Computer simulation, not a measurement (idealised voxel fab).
Proc. module: voxel tone inversion
The cross-section on display is named cut; it measures 230 nm wide, and its cells are 5 nm squares.
In this document a cross-section is written as a grid of square cells. It is given as a series of bands, listed from the top down, and a band is one or more rows of cells. First you get the band's top height and its bottom height, in nm, and then the materials it's made of, left to right, with each width in nm. If you see a single material with "all across", that one covers the band edge to edge. "air" is empty space. Below 0: as-received wafer, all one material; heights counted from there. Lowest band: no bottom, goes on down, written "z 0 and below". The expression "30 to 40" gives the width at the extremes of the band, the first number at its top row of cells and the second at its bottom row, with the width changing by equal amounts from each row to the next in between. The cross-section has no changed cell in any step marked "identical to before". So "Closed void inventory" is basically the list of trapped voids: any empty space of 8 cells or more that can't reach the top through an opening. They're written width x height at distance, the distance being from the left edge, and it's all nm. Post-settings text on a step line: simulator's own remark regarding the step. When a step includes a mask, the "overlay nm" setting on its line states how far to the right of its planned place that mask lay, and negative values state how far to the left.

# Set out below are the planned steps of the process
1,RECEIVE with material Si
2,CONFORMAL_DEP with material SiN, thk nm 10
3,DIRECTIONAL_DEP with material polySi, thk nm 20
4,PATTERN with tone cover, mask id POSTS, material resist, width nm 15, pitch nm 40, thk nm 25, overlay nm 0
5,DIRECTIONAL_ETCH with etch materials polySi, depth nm 20
6,STRIP with etch materials resist
7,FILL_DEP with material SiO2, thk nm 5
8,CMP with height nm 30
9,STRIP with etch materials polySi

# On the first of the two wafers: run conducted according to plan

# So this is the incoming wafer in cross-section - it's already been through step 1
z 0 and below = Si all across
Closed void inventory: none

# Sectional view: wafer, after step 2
z 10 to 0 = SiN all across
Unchanged below 0.

# Sectional view: wafer, after step 3
z 30 to 10 = polySi all across
Unchanged below 10.

# Sectional view: wafer, after step 4
z 55 to 30 = 65 nm air, then 15 nm resist, then 25 nm air, then 15 nm resist, then 25 nm air, then 15 nm resist, then 70 nm air
Unchanged below 30.

# Sectional view: wafer, after step 5
z 55 to 30 = 65 nm air, then 15 nm resist, then 25 nm air, then 15 nm resist, then 25 nm air, then 15 nm resist, then 70 nm air
z 30 to 10 = 65 nm air, then 15 nm polySi, then 25 nm air, then 15 nm polySi, then 25 nm air, then 15 nm polySi, then 70 nm air
Unchanged below 10.

# Sectional view: wafer, after step 6
z 30 to 10 = 65 nm air, then 15 nm polySi, then 25 nm air, then 15 nm polySi, then 25 nm air, then 15 nm polySi, then 70 nm air
Unchanged below 10.

# Sectional view: wafer, after step 7
z 35 to 30 = SiO2 all across
z 30 to 10 = 65 nm SiO2, then 15 nm polySi, then 25 nm SiO2, then 15 nm polySi, then 25 nm SiO2, then 15 nm polySi, then 70 nm SiO2
Unchanged below 10.

# Sectional view: wafer, after step 8
z 30 to 10 = 65 nm SiO2, then 15 nm polySi, then 25 nm SiO2, then 15 nm polySi, then 25 nm SiO2, then 15 nm polySi, then 70 nm SiO2
Unchanged below 10.

# Sectional view: wafer, after step 9
z 30 to 10 = 65 nm SiO2, then 15 nm air, then 25 nm SiO2, then 15 nm air, then 25 nm SiO2, then 15 nm air, then 70 nm SiO2
Unchanged below 10.

# The second wafer began exactly as the first did and followed the same plan, but one mistake was made while running it; through step 7 inclusive, the two wafers are identical

# What the second wafer looks like in cross-section when step 8 should have wrapped up
z 20 to 10 = 65 nm SiO2, then 15 nm polySi, then 25 nm SiO2, then 15 nm polySi, then 25 nm SiO2, then 15 nm polySi, then 70 nm SiO2
Unchanged below 10.

# What the second wafer looks like in cross-section when step 9 should have wrapped up
z 20 to 10 = 65 nm SiO2, then 15 nm air, then 25 nm SiO2, then 15 nm air, then 25 nm SiO2, then 15 nm air, then 70 nm SiO2
Unchanged below 10.
What broke from the plan during processing? step 8 did not happen as planned, as run it was CMP with height nm 20
Materials where the second wafer ends with more or fewer cells than the first: 74 fewer of SiO2
